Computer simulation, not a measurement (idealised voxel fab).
Process module under the name voxel spacer lines
This is section cut - it's 225 nm across, gridded in 5 nm square cells.
If you're reading a cross-section in this doc, picture square cells in a grid; it comes to you as bands, top ones listed first down to the bottom, and a band can be one or more rows of cells.
This entry defines a band. It first specifies the height of the band's top and the height of its bottom in nm, and then specifies the band's materials from left to right, stating each material with its width in nm. The word "full width" identifies a single material that fills the band from edge to edge, while the word "empty" identifies empty space.
A quick word on heights: they are counted from 0, and under that level the wafer as it came to us is one material throughout. The lowest band is different from the rest in having no bottom; it simply continues downward, written as in "0 -> down".
Per-row width for "30->40": begins at first number (top row of band), ends at second number (bottom row), increment between rows held constant.
Reading "no alterations made" for a step: not a cell of the cross-section changed in it.
In "Non-vented voids" the enclosed voids are listed, meaning empty spaces of 8 cells or larger without any opening to the top. The form is width x height at distance, distance from the left edge, units nm.
That trailing text on a step's line, after the settings, is the simulator's own remark on the step.
You can add "overlay nm" to a step's line. For a step with a mask, it describes how far the mask lay to the right of its planned position, and a negative number describes a lay to the left.
-- Intended process steps
1 RECEIVE | material Si
2 CONFORMAL_DEP | material SiO2 | thk nm 5
3 DIRECTIONAL_DEP | material TiN | thk nm 20
4 DIRECTIONAL_DEP | material polySi | thk nm 25
5 PATTERN | tone cover | mask id MANDREL | material resist | width nm 15 | pitch nm 50 | thk nm 35 | overlay nm 0
6 DIRECTIONAL_ETCH | etch materials polySi | depth nm 25
7 STRIP | etch materials resist
8 CONFORMAL_DEP | material SiN | thk nm 10
9 DIRECTIONAL_ETCH | etch materials SiN | depth nm 10
10 STRIP | etch materials polySi
11 DIRECTIONAL_ETCH | etch materials TiN | depth nm 20
12 STRIP | etch materials SiN
Among the wafers covered here, the point of difference is the width nm at step 5; their starting state is shared, and the plan presents the value of the first wafer.
-- Received condition of the first of several wafers, sectioned: post-step 1
	0 -> down = Si full width
	Non-vented voids: none
-- Per wafer, end of module: cells gained (+) or lost (-) per material since receipt, then closed voids
width nm 15 | +45 SiO2 | +48 TiN | Non-vented voids: none
width nm 20 | +45 SiO2 | +48 TiN | Non-vented voids: none
width nm 25 | +45 SiO2 | +48 TiN | Non-vented voids: none
width nm 30 | +45 SiO2 | +48 TiN | Non-vented voids: none
